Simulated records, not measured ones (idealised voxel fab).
Proc. module: voxel wiring stack
Each square cell in cross-section cut measures 5 nm, and the section as a whole is 195 nm wide.
In this document a cross-section is written as a grid of square cells. It is given as a series of bands, listed from the top down, and a band is one or more rows of cells.
What a band's entry tells you: where the top is and where the bottom is, as heights in nm, and after that what lies inside, material by material from left to right, each with its width in nm. Empty space is written as the word "air", and a single material marked with the word "all across" occupies the band from edge to edge.
Height 0 is the level under which the wafer as received is all one material. The lowest band goes on downwards, as in "0..down".
Note: "30->40" means the width goes from the first number (top row of the band) to the second number (bottom row) in equal steps per row of cells.
"remains unaltered" -> step changed no cross-section cell.
Reported under the label "Catalogued sealed voids" are the empty spaces having no open way to the top and comprising 8 cells or more; the notation for each is width x height at distance, in which the distance is measured from the left edge and all three values are in nm.
Whatever follows a step's settings on its line is a remark the simulator itself makes about that step.
overlay nm: where the mask lay relative to plan, measured to the right, on steps with a mask; negatives go left.
Plan
1) RECEIVE | material Si
2) CONFORMAL_DEP | material SiO2 | thk nm 15
3) CONFORMAL_DEP | material SiN | thk nm 5
4) DIRECTIONAL_DEP | material lowk | thk nm 15
5) PATTERN | tone open | mask id METAL_1 | material resist | width nm 30 | pitch nm 45 | thk nm 15 | overlay nm 0
6) DIRECTIONAL_ETCH | etch materials lowk | depth nm 15
7) DIRECTIONAL_ETCH | etch materials SiN | depth nm 5
8) STRIP | etch materials resist
9) CONFORMAL_DEP | material TiN | thk nm 5
10) FILL_DEP | material Cu | thk nm 10
11) CMP | height nm 35
12) EPI | material Ru | thk nm 5
13) FILL_DEP | material SiCN | thk nm 5
14) DIRECTIONAL_DEP | material lowk | thk nm 15
15) PATTERN | tone open | mask id PLUG_1 | material resist | width nm 15 | pitch nm 45 | thk nm 15 | overlay nm 0
16) DIRECTIONAL_ETCH | etch materials lowk | depth nm 15
17) DIRECTIONAL_ETCH | etch materials SiCN | depth nm 5
18) STRIP | etch materials resist
19) EPI | material Ru | thk nm 10
20) EPI | material Ru | thk nm 10
21) DIRECTIONAL_DEP | material TiN | thk nm 5
22) DIRECTIONAL_DEP | material Ru | thk nm 20
23) MASKED_ETCH | tone cover | mask id METAL_2 | width nm 20 | pitch nm 45 | etch materials Ru | depth nm 20 | overlay nm 0
24) MASKED_ETCH | tone cover | mask id METAL_2 | width nm 30 | pitch nm 45 | etch materials TiN | depth nm 5 | overlay nm 0
25) FILL_DEP | material SiO2 | thk nm 5
26) CMP | height nm 85
27) CONFORMAL_DEP | material SiCN | thk nm 5
28) DIRECTIONAL_DEP | material SiO2 | thk nm 30
29) PATTERN | tone open | mask id METAL_3 | material resist | width nm 30 | pitch nm 45 | thk nm 15 | overlay nm 0
30) DIRECTIONAL_ETCH | etch materials SiO2 | depth nm 20
31) STRIP | etch materials resist
32) PATTERN | tone open | mask id METAL_3_HOLES | material resist | width nm 15 | pitch nm 90 | thk nm 15 | overlay nm 0
33) DIRECTIONAL_ETCH | etch materials SiO2 | depth nm 10
34) DIRECTIONAL_ETCH | etch materials SiCN | depth nm 5
35) STRIP | etch materials resist
36) CONFORMAL_DEP | material TiN | thk nm 5
37) FILL_DEP | material Cu | thk nm 10
38) CMP | height nm 120
39) CONFORMAL_DEP | material SiCN | thk nm 5
Keep in mind the plan's value for the width nm of step 23 comes from the first wafer; the wafers don't share that setting, but they do share the same starting point.
The first of several wafers as received, shown in cross-section; this is its state after step 1
> 0..down  Si all across
> Catalogued sealed voids: none
Per wafer, end of module: cells gained (+) or lost (-) per material since receipt, then closed voids
width nm 20; +102 Cu; +144 Ru; +106 SiCN; +15 SiN; +350 SiO2; +132 TiN; +126 lowk; Catalogued sealed voids: none
width nm 25; +102 Cu; +160 Ru; +106 SiCN; +15 SiN; +334 SiO2; +132 TiN; +126 lowk; Catalogued sealed voids: none
width nm 30; +102 Cu; +176 Ru; +106 SiCN; +15 SiN; +318 SiO2; +132 TiN; +126 lowk; Catalogued sealed voids: none
